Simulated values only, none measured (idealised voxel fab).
Process module heading - voxel wiring stack
Shown is cross-section cut, with a width of 210 nm and square cells of size 5 nm.
Format of a cross-section: grid, square cells. Given as bands. Order: top down. Band: one or more rows of cells.
The band entry comprises the height of the band's top followed by the height of its bottom, expressed in nm, and subsequently the band's materials from left to right, each stated together with its width in nm. Where a single material is marked with the word "throughout", that material fills the band from edge to edge. The word "air" represents empty space.
Beneath 0, the wafer as received is one material, and that level is where height counting begins. The lowest band goes on downward without a bottom; it is written like "0 down".
Note: "30 to 40" means the width goes from the first number (top row of the band) to the second number (bottom row) in equal steps per row of cells.
"nothing changed" (step): cross-section cells unchanged, all of them.
You'll see "Fully sealed cavities" listing empty spaces that have no way open to the top, as long as they're 8 cells or more; the notation is width x height at distance, where the distance is from the left edge, and all of it is in nm.
Post-settings text on a step line: simulator's own remark regarding the step.
"overlay nm" answers the question of how far to the right of plan the mask lay on a step that has a mask, and when it is negative the answer is to the left.

Here's what the planned process steps look like:
step 1: RECEIVE [material Si]
step 2: CONFORMAL_DEP [material SiO2] [thk nm 10]
step 3: DIRECTIONAL_DEP [material TiN] [thk nm 5]
step 4: DIRECTIONAL_DEP [material Ru] [thk nm 25]
step 5: DIRECTIONAL_DEP [material aC] [thk nm 10]
step 6: PATTERN [tone cover] [mask id METAL_1] [material resist] [width nm 25] [pitch nm 40] [thk nm 25] [overlay nm 0]
step 7: DIRECTIONAL_ETCH [etch materials aC] [depth nm 10]
step 8: STRIP [etch materials resist]
step 9: DIRECTIONAL_ETCH [etch materials Ru] [depth nm 25]
step 10: DIRECTIONAL_ETCH [etch materials TiN] [depth nm 5]
step 11: STRIP [etch materials aC]
step 12: FILL_DEP [material SiO2] [thk nm 5]
step 13: CMP [height nm 40]
step 14: CONFORMAL_DEP [material SiCN] [thk nm 5]
step 15: DIRECTIONAL_DEP [material SiO2] [thk nm 15]
step 16: MASKED_ETCH [tone open] [mask id PLUG_1] [width nm 15] [pitch nm 40] [etch materials SiO2] [depth nm 15] [overlay nm 0]
step 17: MASKED_ETCH [tone open] [mask id PLUG_1] [width nm 15] [pitch nm 40] [etch materials SiCN] [depth nm 5] [overlay nm 0]
step 18: CONFORMAL_DEP [material TiN] [thk nm 5]
step 19: FILL_DEP [material Ru] [thk nm 10]
step 20: CMP [height nm 60]
step 21: CONFORMAL_DEP [material SiN] [thk nm 5]
step 22: DIRECTIONAL_DEP [material lowk] [thk nm 15]
step 23: DIRECTIONAL_DEP [material aC] [thk nm 10]
step 24: PATTERN [tone open] [mask id METAL_2] [material resist] [width nm 25] [pitch nm 40] [thk nm 30] [overlay nm 0]
step 25: DIRECTIONAL_ETCH [etch materials aC] [depth nm 10]
step 26: STRIP [etch materials resist]
step 27: DIRECTIONAL_ETCH [etch materials lowk] [depth nm 15]
step 28: DIRECTIONAL_ETCH [etch materials SiN] [depth nm 5]
step 29: STRIP [etch materials aC]
step 30: CONFORMAL_DEP [material TiN] [thk nm 5]
step 31: FILL_DEP [material Cu] [thk nm 5]
step 32: CMP [height nm 80]
step 33: CONFORMAL_DEP [material SiCN] [thk nm 5]
step 34: DIRECTIONAL_DEP [material SiO2] [thk nm 30]
step 35: MASKED_ETCH [tone open] [mask id METAL_3_HOLES] [width nm 15] [pitch nm 80] [etch materials SiO2] [depth nm 30] [overlay nm 0]
step 36: DIRECTIONAL_DEP [material aC] [thk nm 15]
step 37: PATTERN [tone open] [mask id METAL_3] [material resist] [width nm 25] [pitch nm 40] [thk nm 30] [overlay nm 0]
step 38: DIRECTIONAL_ETCH [etch materials aC] [depth nm 15]
step 39: STRIP [etch materials resist]
step 40: DIRECTIONAL_ETCH [etch materials SiO2] [depth nm 20]
step 41: DIRECTIONAL_ETCH [etch materials SiCN] [depth nm 5]
step 42: STRIP [etch materials aC]
step 43: CONFORMAL_DEP [material TiN] [thk nm 5]
step 44: FILL_DEP [material Cu] [thk nm 10]
step 45: CMP [height nm 115]
step 46: CONFORMAL_DEP [material SiN] [thk nm 5]

So this is the incoming wafer in cross-section - it's already been through step 1:
	0 down | Si throughout
	Fully sealed cavities: none

End-of-module XS, first of two wafers, run as planned:
	120 to 115 | SiN throughout
	115 to 100 | 30 nm SiO2 / 5 nm TiN / 15 nm Cu / 5 nm TiN / 15 nm SiO2 / 5 nm TiN / 15 nm Cu / 5 nm TiN / 15 nm SiO2 / 5 nm TiN / 15 nm Cu / 5 nm TiN / 15 nm SiO2 / 5 nm TiN / 15 nm Cu / 5 nm TiN / 35 nm SiO2
	100 to 95 | 30 nm SiO2 / 5 nm TiN / 5 nm Cu / 15 nm TiN / 15 nm SiO2 / 25 nm TiN / 15 nm SiO2 / 5 nm TiN / 5 nm Cu / 15 nm TiN / 15 nm SiO2 / 25 nm TiN / 35 nm SiO2
	95 to 85 | 30 nm SiO2 / 5 nm TiN / 5 nm Cu / 5 nm TiN / 65 nm SiO2 / 5 nm TiN / 5 nm Cu / 5 nm TiN / 85 nm SiO2
	85 to 80 | 30 nm SiCN / 15 nm TiN / 65 nm SiCN / 15 nm TiN / 85 nm SiCN
	80 to 65 | 30 nm lowk / 5 nm TiN / 15 nm Cu / 5 nm TiN / 15 nm lowk / 5 nm TiN / 15 nm Cu / 5 nm TiN / 15 nm lowk / 5 nm TiN / 15 nm Cu / 5 nm TiN / 15 nm lowk / 5 nm TiN / 15 nm Cu / 5 nm TiN / 35 nm lowk
	65 to 60 | 30 nm SiN / 25 nm TiN / 15 nm SiN / 25 nm TiN / 15 nm SiN / 25 nm TiN / 15 nm SiN / 25 nm TiN / 35 nm SiN
	60 to 45 | 30 nm SiO2 / 5 nm TiN / 5 nm Ru / 5 nm TiN / 25 nm SiO2 / 5 nm TiN / 5 nm Ru / 5 nm TiN / 25 nm SiO2 / 5 nm TiN / 5 nm Ru / 5 nm TiN / 25 nm SiO2 / 5 nm TiN / 5 nm Ru / 5 nm TiN / 45 nm SiO2
	45 to 40 | 30 nm SiCN / 15 nm TiN / 25 nm SiCN / 15 nm TiN / 25 nm SiCN / 15 nm TiN / 25 nm SiCN / 15 nm TiN / 45 nm SiCN
	40 to 15 | 30 nm SiO2 / 25 nm Ru / 15 nm SiO2 / 25 nm Ru / 15 nm SiO2 / 25 nm Ru / 15 nm SiO2 / 25 nm Ru / 35 nm SiO2
	15 to 10 | 30 nm SiO2 / 25 nm TiN / 15 nm SiO2 / 25 nm TiN / 15 nm SiO2 / 25 nm TiN / 15 nm SiO2 / 25 nm TiN / 35 nm SiO2
	10 to 0 | SiO2 throughout
	0 down | Si throughout
	Fully sealed cavities: none

Wafer two, sectioned after the module: the first wafer's start, the first wafer's plan, and one mistake in how it was run:
	120 to 115 | SiN throughout
	115 to 100 | 30 nm SiO2 / 5 nm Ru / 15 nm Cu / 5 nm Ru / 15 nm SiO2 / 5 nm Ru / 15 nm Cu / 5 nm Ru / 15 nm SiO2 / 5 nm Ru / 15 nm Cu / 5 nm Ru / 15 nm SiO2 / 5 nm Ru / 15 nm Cu / 5 nm Ru / 35 nm SiO2
	100 to 95 | 30 nm SiO2 / 5 nm Ru / 5 nm Cu / 15 nm Ru / 15 nm SiO2 / 25 nm Ru / 15 nm SiO2 / 5 nm Ru / 5 nm Cu / 15 nm Ru / 15 nm SiO2 / 25 nm Ru / 35 nm SiO2
	95 to 85 | 30 nm SiO2 / 5 nm Ru / 5 nm Cu / 5 nm Ru / 65 nm SiO2 / 5 nm Ru / 5 nm Cu / 5 nm Ru / 85 nm SiO2
	85 to 80 | 30 nm SiCN / 15 nm Ru / 65 nm SiCN / 15 nm Ru / 85 nm SiCN
	80 to 65 | 30 nm lowk / 5 nm TiN / 15 nm Cu / 5 nm TiN / 15 nm lowk / 5 nm TiN / 15 nm Cu / 5 nm TiN / 15 nm lowk / 5 nm TiN / 15 nm Cu / 5 nm TiN / 15 nm lowk / 5 nm TiN / 15 nm Cu / 5 nm TiN / 35 nm lowk
	65 to 60 | 30 nm SiN / 25 nm TiN / 15 nm SiN / 25 nm TiN / 15 nm SiN / 25 nm TiN / 15 nm SiN / 25 nm TiN / 35 nm SiN
	60 to 45 | 30 nm SiO2 / 5 nm TiN / 5 nm Ru / 5 nm TiN / 25 nm SiO2 / 5 nm TiN / 5 nm Ru / 5 nm TiN / 25 nm SiO2 / 5 nm TiN / 5 nm Ru / 5 nm TiN / 25 nm SiO2 / 5 nm TiN / 5 nm Ru / 5 nm TiN / 45 nm SiO2
	45 to 40 | 30 nm SiCN / 15 nm TiN / 25 nm SiCN / 15 nm TiN / 25 nm SiCN / 15 nm TiN / 25 nm SiCN / 15 nm TiN / 45 nm SiCN
	40 to 15 | 30 nm SiO2 / 25 nm Ru / 15 nm SiO2 / 25 nm Ru / 15 nm SiO2 / 25 nm Ru / 15 nm SiO2 / 25 nm Ru / 35 nm SiO2
	15 to 10 | 30 nm SiO2 / 25 nm TiN / 15 nm SiO2 / 25 nm TiN / 15 nm SiO2 / 25 nm TiN / 15 nm SiO2 / 25 nm TiN / 35 nm SiO2
	10 to 0 | SiO2 throughout
	0 down | Si throughout
	Fully sealed cavities: none
Here's what went sideways: step 43 went in with a setting other than planned; the actual run was CONFORMAL_DEP [material Ru] [thk nm 5]
Count the cells at the end and the second wafer has more or fewer of some materials than the first: 56 more of Ru; 56 fewer of TiN
